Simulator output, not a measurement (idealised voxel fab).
process module | voxel capacitor over wiring
Square cell edge 5 nm, section width 250 nm, ID cut.
Cross-section layout: square cells on a grid; listed as bands, top to bottom; a band spans one or more cell rows.
A band entry consists of two parts. The first gives the height of the band's top and the height of its bottom, in nm. The rest lists the band's materials from left to right, each with its width in nm. A single material labelled with the word "full width" fills the band from edge to edge, and the word "empty" marks empty space.
Heights are expressed relative to 0, this being the level below which the as-received wafer comprises one material exclusively. The lowest band is unbounded in the downward direction and is denoted as in "0..down".
Top row gets the first number, bottom row gets the second, and each row in between changes by the same step: that is how a band width like "30 to 40" works.
Step marked "nothing got changed"? Then no cell in the cross-section changed in it.
In the "Enclosed void inventory" entry, you get each enclosed empty space of 8 cells or more, one with no open way to the top, written width x height at distance, distance from the left edge, in nm.
What comes after the settings on a step's line is commentary from the simulator itself on that step.
The line of a step may include "overlay nm". On a step with a mask, this value is how far to the right of its planned place the mask lay. A negative value means the mask lay to the left.

-- The planned process steps are enumerated hereunder
| 1 | RECEIVE | material Si |
| 2 | CONFORMAL_DEP | material SiO2 | thk nm 15 |
| 3 | CONFORMAL_DEP | material SiN | thk nm 5 |
| 4 | DIRECTIONAL_DEP | material SiO2 | thk nm 15 |
| 5 | PATTERN | tone open | mask id METAL_1 | material resist | width nm 25 | pitch nm 95 | thk nm 15 | overlay nm 0 |
| 6 | DIRECTIONAL_ETCH | etch materials SiO2 | depth nm 15 |
| 7 | DIRECTIONAL_ETCH | etch materials SiN | depth nm 5 |
| 8 | STRIP | etch materials resist |
| 9 | CONFORMAL_DEP | material TiN | thk nm 5 |
| 10 | FILL_DEP | material W | thk nm 10 |
| 11 | CMP | height nm 35 |
| 12 | EPI | material Ru | thk nm 5 |
| 13 | FILL_DEP | material SiCN | thk nm 5 |
| 14 | DIRECTIONAL_DEP | material SiO2 | thk nm 20 |
| 15 | MASKED_ETCH | tone open | mask id PLUG_1 | width nm 15 | etch materials SiO2 | depth nm 20 | overlay nm 0 |
| 16 | MASKED_ETCH | tone open | mask id PLUG_1 | width nm 15 | etch materials SiCN | depth nm 5 | overlay nm 0 |
| 17 | CONFORMAL_DEP | material TiN | thk nm 5 |
| 18 | FILL_DEP | material Cu | thk nm 5 |
| 19 | CMP | height nm 65 |
| 20 | DIRECTIONAL_DEP | material TiN | thk nm 10 |
| 21 | DIRECTIONAL_DEP | material HfO2 | thk nm 5 |
| 22 | DIRECTIONAL_DEP | material TiN | thk nm 10 |
| 23 | DIRECTIONAL_DEP | material aC | thk nm 10 |
| 24 | PATTERN | tone cover | mask id UPPER_PLATE | material resist | width nm 75 | thk nm 25 | overlay nm 0 |
| 25 | DIRECTIONAL_ETCH | etch materials aC | depth nm 10 |
| 26 | STRIP | etch materials resist |
| 27 | DIRECTIONAL_ETCH | etch materials TiN | depth nm 10 |
| 28 | DIRECTIONAL_ETCH | etch materials HfO2 | depth nm 5 |
| 29 | STRIP | etch materials aC |
| 30 | DIRECTIONAL_DEP | material aC | thk nm 10 |
| 31 | PATTERN | tone cover | mask id LOWER_PLATE | material resist | width nm 85 | thk nm 30 | overlay nm 0 |
| 32 | DIRECTIONAL_ETCH | etch materials aC | depth nm 10 |
| 33 | STRIP | etch materials resist |
| 34 | DIRECTIONAL_ETCH | etch materials TiN | depth nm 10 |
| 35 | STRIP | etch materials aC |
| 36 | FILL_DEP | material SiO2 | thk nm 15 |
| 37 | CMP | height nm 100 |
| 38 | DIRECTIONAL_DEP | material aC | thk nm 10 |
| 39 | PATTERN | tone open | mask id PLUG_2 | material resist | width nm 15 | thk nm 30 | overlay nm 0 |
| 40 | DIRECTIONAL_ETCH | etch materials aC | depth nm 10 |
| 41 | STRIP | etch materials resist |
| 42 | DIRECTIONAL_ETCH | etch materials SiO2 | depth nm 10 |
| 43 | STRIP | etch materials aC |
| 44 | CONFORMAL_DEP | material TiN | thk nm 5 |
| 45 | FILL_DEP | material Ru | thk nm 5 |
| 46 | CMP | height nm 100 |
| 47 | CONFORMAL_DEP | material SiN | thk nm 5 |

-- Cross-section of the wafer as it came to us, i.e., already through step 1
* 0..down: Si full width
* Enclosed void inventory: none

-- Starting structure and process plan are as shown above, but one mistake was made in running the module; the wafer cross-section at the end of the module follows
* 110..105: SiN full width
* 105..100: 90 TiN; 5 Ru; 155 TiN
* 100..95: 85 SiO2; 5 TiN; 5 Ru; 5 TiN; 150 SiO2
* 95..90: 85 SiO2; 15 TiN; 150 SiO2
* 90..80: 75 SiO2; 75 TiN; 100 SiO2
* 80..75: 75 SiO2; 75 HfO2; 100 SiO2
* 75..65: 70 SiO2; 85 TiN; 95 SiO2
* 65..45: 75 SiO2; 5 TiN; 5 Cu; 5 TiN; 160 SiO2
* 45..40: 75 SiCN; 15 TiN; 160 SiCN
* 40..35: 60 SiCN; 35 Ru; 60 SiCN; 35 Ru; 60 SiCN
* 35..20: 65 SiO2; 5 TiN; 15 W; 5 TiN; 70 SiO2; 5 TiN; 15 W; 5 TiN; 65 SiO2
* 20..15: 65 SiN; 25 TiN; 70 SiN; 25 TiN; 65 SiN
* 15..0: SiO2 full width
* 0..down: Si full width
* Enclosed void inventory: none
Against the plan, the run slipped here: step 46 was run on a setting that differed from the plan, and what really ran there is CMP | height nm 105
